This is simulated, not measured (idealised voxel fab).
process module | voxel wiring stack
cross-section cut | 160 nm wide | cells 5 nm
A cross-section is a grid of square cells, given in bands from the top down. A band is one or more rows of cells.
Each band's line starts with the height of the band's top and of its bottom, in nm. Then come its materials from left to right, each with its width in nm. One material with "throughout" fills the band from edge to edge. "air" is empty space.
Height 0 is the level under which the wafer as received is all one material. The lowest band goes on downwards, as in "0 down".
A width such as "30 to 40" changes by the same amount from each row of cells to the next, from the band's top row to its bottom row.
"no change" after a step means that no cell of the cross-section changed.
closed voids: empty space of 8 cells or more with no open way to the top, each as width x height at its distance from the left edge, in nm
after a step's settings: what the simulator itself notes on the step
overlay nm, on a step with a mask: how far to the right of its planned place the mask lay; to the left if negative
plan
1 op RECEIVE | material Si
2 op CONFORMAL_DEP | material SiO2 | thk nm 15
3 op CONFORMAL_DEP | material SiCN | thk nm 5
4 op DIRECTIONAL_DEP | material lowk | thk nm 20
5 op DIRECTIONAL_DEP | material aC | thk nm 15
6 op PATTERN | tone open | mask id METAL_1 | material resist | width nm 25 | pitch nm 45 | thk nm 30 | overlay nm 0
7 op DIRECTIONAL_ETCH | etch materials aC | depth nm 15
8 op STRIP | etch materials resist
9 op DIRECTIONAL_ETCH | etch materials lowk | depth nm 20
10 op DIRECTIONAL_ETCH | etch materials SiCN | depth nm 5
11 op STRIP | etch materials aC
12 op CONFORMAL_DEP | material TiN | thk nm 5
13 op FILL_DEP | material Cu | thk nm 5
14 op CMP | height nm 40
15 op CONFORMAL_DEP | material SiCN | thk nm 5
16 op DIRECTIONAL_DEP | material lowk | thk nm 15
17 op MASKED_ETCH | tone open | mask id PLUG_1 | width nm 15 | pitch nm 45 | etch materials lowk | depth nm 15 | overlay nm 0
18 op MASKED_ETCH | tone open | mask id PLUG_1 | width nm 15 | pitch nm 45 | etch materials SiCN | depth nm 5 | overlay nm 0
19 op EPI | material Ru | thk nm 10
20 op EPI | material Ru | thk nm 10
21 op CONFORMAL_DEP | material SiCN | thk nm 5
22 op DIRECTIONAL_DEP | material SiO2 | thk nm 20
23 op PATTERN | tone open | mask id METAL_2 | material resist | width nm 25 | pitch nm 45 | thk nm 15 | overlay nm 0
24 op DIRECTIONAL_ETCH | etch materials SiO2 | depth nm 20
25 op DIRECTIONAL_ETCH | etch materials SiCN | depth nm 5
26 op STRIP | etch materials resist
27 op CONFORMAL_DEP | material TiN | thk nm 5
28 op FILL_DEP | material W | thk nm 10
29 op CMP | height nm 85
30 op CONFORMAL_DEP | material SiCN | thk nm 5
31 op DIRECTIONAL_DEP | material SiO2 | thk nm 35
32 op PATTERN | tone open | mask id METAL_3_HOLES | material resist | width nm 15 | pitch nm 45 | thk nm 20 | overlay nm 0
33 op DIRECTIONAL_ETCH | etch materials SiO2 | depth nm 35
34 op STRIP | etch materials resist
35 op DIRECTIONAL_DEP | material aC | thk nm 10
36 op PATTERN | tone open | mask id METAL_3 | material resist | width nm 25 | pitch nm 45 | thk nm 30 | overlay nm 0
37 op DIRECTIONAL_ETCH | etch materials aC | depth nm 10
38 op STRIP | etch materials resist
39 op DIRECTIONAL_ETCH | etch materials SiO2 | depth nm 20
40 op DIRECTIONAL_ETCH | etch materials SiCN | depth nm 5
41 op STRIP | etch materials aC
42 op CONFORMAL_DEP | material TiN | thk nm 5
43 op FILL_DEP | material Cu | thk nm 10
44 op CMP | height nm 125
45 op CONFORMAL_DEP | material SiCN | thk nm 5
46 op DIRECTIONAL_DEP | material SiO2 | thk nm 10
47 op PATTERN | tone open | mask id PLUG_3 | material resist | width nm 15 | pitch nm 45 | thk nm 15 | overlay nm 0
48 op DIRECTIONAL_ETCH | etch materials SiO2 | depth nm 10
49 op DIRECTIONAL_ETCH | etch materials SiCN | depth nm 5
50 op STRIP | etch materials resist
51 op EPI | material Ru | thk nm 10
52 op EPI | material Ru | thk nm 5
53 op DIRECTIONAL_DEP | material TiN | thk nm 5
54 op DIRECTIONAL_DEP | material Ru | thk nm 20
55 op PATTERN | tone cover | mask id METAL_4 | material resist | width nm 25 | pitch nm 45 | thk nm 15 | overlay nm 0
56 op DIRECTIONAL_ETCH | etch materials Ru | depth nm 20
57 op DIRECTIONAL_ETCH | etch materials TiN | depth nm 5
58 op STRIP | etch materials resist
59 op CONFORMAL_DEP | material SiN | thk nm 5
60 op FILL_DEP | material lowk | thk nm 10
61 op CMP | height nm 165
62 op CONFORMAL_DEP | material SiCN | thk nm 5
as received, after step 1
  0 down: Si throughout
  closed voids: none
first wafer at the end, as planned
  170 to 165: SiCN throughout
  165 to 145: lowk 40 | SiN 5 | Ru 25 | SiN 5 | lowk 10 | SiN 5 | Ru 25 | SiN 5 | lowk 40
  145 to 140: SiN 45 | TiN 25 | SiN 20 | TiN 25 | SiN 45
  140 to 130: SiO2 45 | Ru 15 | SiO2 30 | Ru 15 | SiO2 55
  130 to 125: SiCN 45 | Ru 15 | SiCN 30 | Ru 15 | SiCN 55
  125 to 110: SiO2 45 | TiN 5 | Cu 15 | TiN 5 | SiO2 20 | TiN 5 | Cu 15 | TiN 5 | SiO2 45
  110 to 105: SiO2 45 | TiN 5 | Cu 5 | TiN 15 | SiO2 20 | TiN 5 | Cu 5 | TiN 15 | SiO2 45
  105 to 90: SiO2 45 | TiN 5 | Cu 5 | TiN 5 | SiO2 30 | TiN 5 | Cu 5 | TiN 5 | SiO2 55
  90 to 85: SiCN 45 | TiN 15 | SiCN 30 | TiN 15 | SiCN 55
  85 to 65: SiO2 45 | TiN 5 | W 15 | TiN 5 | SiO2 20 | TiN 5 | W 15 | TiN 5 | SiO2 45
  65 to 60: SiCN 45 | TiN 25 | SiCN 20 | TiN 25 | SiCN 45
  60 to 45: lowk 45 | Ru 15 | lowk 30 | Ru 15 | lowk 55
  45 to 40: SiCN 45 | Ru 15 | SiCN 30 | Ru 15 | SiCN 55
  40 to 20: lowk 45 | TiN 5 | Cu 15 | TiN 5 | lowk 20 | TiN 5 | Cu 15 | TiN 5 | lowk 45
  20 to 15: SiCN 45 | TiN 25 | SiCN 20 | TiN 25 | SiCN 45
  15 to 0: SiO2 throughout
  0 down: Si throughout
  closed voids: none
second wafer at the end: like start, like plan, one mistake
  170 to 165: SiCN throughout
  165 to 145: lowk 40 | SiN 5 | Ru 25 | SiN 5 | lowk 10 | SiN 5 | Ru 25 | SiN 5 | lowk 40
  145 to 140: SiN 45 | TiN 25 | SiN 20 | TiN 25 | SiN 45
  140 to 130: SiO2 45 | Ru 15 | SiO2 30 | Ru 15 | SiO2 55
  130 to 125: SiCN 45 | Ru 15 | SiCN 30 | Ru 15 | SiCN 55
  125 to 110: SiO2 45 | TiN 5 | Cu 15 | TiN 5 | SiO2 20 | TiN 5 | Cu 15 | TiN 5 | SiO2 45
  110 to 105: SiO2 45 | TiN 5 | Cu 5 | TiN 15 | SiO2 20 | TiN 5 | Cu 5 | TiN 15 | SiO2 45
  105 to 90: SiO2 45 | TiN 5 | Cu 5 | TiN 5 | SiO2 30 | TiN 5 | Cu 5 | TiN 5 | SiO2 55
  90 to 85: SiCN 45 | TiN 15 | SiCN 30 | TiN 15 | SiCN 55
  85 to 70: SiO2 45 | TiN 5 | W 15 | TiN 5 | SiO2 20 | TiN 5 | W 15 | TiN 5 | SiO2 45
  70 to 65: SiO2 45 | TiN 25 | SiO2 20 | TiN 25 | SiO2 45
  65 to 60: Ru throughout
  60 to 45: lowk 45 | Ru 15 | lowk 30 | Ru 15 | lowk 55
  45 to 40: SiCN 45 | Ru 15 | SiCN 30 | Ru 15 | SiCN 55
  40 to 20: lowk 45 | TiN 5 | Cu 15 | TiN 5 | lowk 20 | TiN 5 | Cu 15 | TiN 5 | lowk 45
  20 to 15: SiCN 45 | TiN 25 | SiCN 20 | TiN 25 | SiCN 45
  15 to 0: SiO2 throughout
  0 down: Si throughout
  closed voids: none
what went wrong: step 21 ran as: op CONFORMAL_DEP | material Ru | thk nm 5
at the end the second wafer has, in cells: 32 more of Ru | 22 fewer of SiCN | 4 fewer of TiN | 6 fewer of W
